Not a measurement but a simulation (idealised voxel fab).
process module | voxel plated lines
cross-section cut | 175 nm wide | cells 5 nm
A cross-section is a grid of square cells, given in bands from the top down. A band is one or more rows of cells.
Each band's line starts with the height of the band's top and of its bottom, in nm. Then come its materials from left to right, each with its width in nm. One material with "throughout" fills the band from edge to edge. "air" is empty space.
Height 0 is the level under which the wafer as received is all one material. The lowest band goes on downwards, as in "0 down".
A width such as "30 to 40" changes by the same amount from each row of cells to the next, from the band's top row to its bottom row.
"no change" after a step means that no cell of the cross-section changed.
closed voids: empty space of 8 cells or more with no open way to the top, each as width x height at its distance from the left edge, in nm
after a step's settings: what the simulator itself notes on the step
overlay nm, on a step with a mask: how far to the right of its planned place the mask lay; to the left if negative
plan
1 op RECEIVE | material Si
2 op CONFORMAL_DEP | material SiO2 | thk nm 5
3 op DIRECTIONAL_DEP | material TiN | thk nm 5
4 op PATTERN | tone open | mask id LINES | material resist | width nm 20 | pitch nm 40 | thk nm 40 | overlay nm 0
5 op EPI | material Ru | thk nm 5
6 op EPI | material Ru | thk nm 5
7 op EPI | material Ru | thk nm 10
8 op STRIP | etch materials resist
9 op DIRECTIONAL_ETCH | etch materials TiN | depth nm 5
10 op CONFORMAL_DEP | material SiN | thk nm 10
as received, after step 1
  0 down: Si throughout
  closed voids: none
a wafer at the end: this start, this plan, one mistake
  40 to 30: air 25 | SiN 120 | air 30
  30 to 15: air 25 | SiN 10 | Ru 20 | SiN 20 | Ru 20 | SiN 20 | Ru 20 | SiN 10 | air 30
  15 to 10: SiN 35 | Ru 20 | SiN 20 | Ru 20 | SiN 20 | Ru 20 | SiN 40
  10 to 5: SiN 35 | TiN 20 | SiN 20 | TiN 20 | SiN 20 | TiN 20 | SiN 40
  5 to 0: TiN throughout
  0 down: Si throughout
  closed voids: none
what went wrong: step 2 ran as: op CONFORMAL_DEP | material TiN | thk nm 5
